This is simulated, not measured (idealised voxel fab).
process module | voxel lift off
cross-section cut | 285 nm wide | cells 5 nm
A cross-section is a grid of square cells, given in bands from the top down. A band is one or more rows of cells.
Each band's line starts with the height of the band's top and of its bottom, in nm. Then come its materials from left to right, each with its width in nm. One material with "throughout" fills the band from edge to edge. "air" is empty space.
Height 0 is the level under which the wafer as received is all one material. The lowest band goes on downwards, as in "0 down".
A width such as "30 to 40" changes by the same amount from each row of cells to the next, from the band's top row to its bottom row.
"no change" after a step means that no cell of the cross-section changed.
closed voids: empty space of 8 cells or more with no open way to the top, each as width x height at its distance from the left edge, in nm
after a step's settings: what the simulator itself notes on the step
overlay nm, on a step with a mask: how far to the right of its planned place the mask lay; to the left if negative
plan
1 op RECEIVE | material Si
2 op CONFORMAL_DEP | material Al2O3 | thk nm 5
3 op PATTERN | tone open | mask id LINES | material resist | width nm 15 | pitch nm 40 | thk nm 25 | overlay nm 0
4 op DIRECTIONAL_DEP | material Ru | thk nm 15
5 op STRIP | etch materials resist
6 op CONFORMAL_DEP | material SiN | thk nm 5
first wafer, as planned
as received, after step 1
  0 down: Si throughout
  closed voids: none
after step 2
  5 to 0: Al2O3 throughout
  below 0: unchanged
after step 3
  30 to 5: resist 75 | air 15 | resist 25 | air 15 | resist 25 | air 15 | resist 25 | air 15 | resist 75
  below 5: unchanged
after step 4
  45 to 30: Ru 75 | air 15 | Ru 25 | air 15 | Ru 25 | air 15 | Ru 25 | air 15 | Ru 75
  30 to 20: resist 75 | air 15 | resist 25 | air 15 | resist 25 | air 15 | resist 25 | air 15 | resist 75
  20 to 5: resist 75 | Ru 15 | resist 25 | Ru 15 | resist 25 | Ru 15 | resist 25 | Ru 15 | resist 75
  below 5: unchanged
after step 5
  20 to 5: air 75 | Ru 15 | air 25 | Ru 15 | air 25 | Ru 15 | air 25 | Ru 15 | air 75
  below 5: unchanged
after step 6
  25 to 20: air 70 | SiN 25 | air 15 | SiN 25 | air 15 | SiN 25 | air 15 | SiN 25 | air 70
  20 to 10: air 70 | SiN 5 | Ru 15 | SiN 5 | air 15 | SiN 5 | Ru 15 | SiN 5 | air 15 | SiN 5 | Ru 15 | SiN 5 | air 15 | SiN 5 | Ru 15 | SiN 5 | air 70
  10 to 5: SiN 75 | Ru 15 | SiN 25 | Ru 15 | SiN 25 | Ru 15 | SiN 25 | Ru 15 | SiN 75
  below 5: unchanged
second wafer: like start, like plan, one mistake. Through step 1 it matches the first wafer
when step 2 should have ended
  15 to 0: Al2O3 throughout
  below 0: unchanged
when step 3 should have ended
  40 to 15: resist 75 | air 15 | resist 25 | air 15 | resist 25 | air 15 | resist 25 | air 15 | resist 75
  below 15: unchanged
when step 4 should have ended
  55 to 40: Ru 75 | air 15 | Ru 25 | air 15 | Ru 25 | air 15 | Ru 25 | air 15 | Ru 75
  40 to 30: resist 75 | air 15 | resist 25 | air 15 | resist 25 | air 15 | resist 25 | air 15 | resist 75
  30 to 15: resist 75 | Ru 15 | resist 25 | Ru 15 | resist 25 | Ru 15 | resist 25 | Ru 15 | resist 75
  below 15: unchanged
when step 5 should have ended
  30 to 15: air 75 | Ru 15 | air 25 | Ru 15 | air 25 | Ru 15 | air 25 | Ru 15 | air 75
  below 15: unchanged
when step 6 should have ended
  35 to 30: air 70 | SiN 25 | air 15 | SiN 25 | air 15 | SiN 25 | air 15 | SiN 25 | air 70
  30 to 20: air 70 | SiN 5 | Ru 15 | SiN 5 | air 15 | SiN 5 | Ru 15 | SiN 5 | air 15 | SiN 5 | Ru 15 | SiN 5 | air 15 | SiN 5 | Ru 15 | SiN 5 | air 70
  20 to 15: SiN 75 | Ru 15 | SiN 25 | Ru 15 | SiN 25 | Ru 15 | SiN 25 | Ru 15 | SiN 75
  below 15: unchanged
what went wrong: step 2 ran as: op CONFORMAL_DEP | material Al2O3 | thk nm 15
at the end the second wafer has, in cells: 114 more of Al2O3
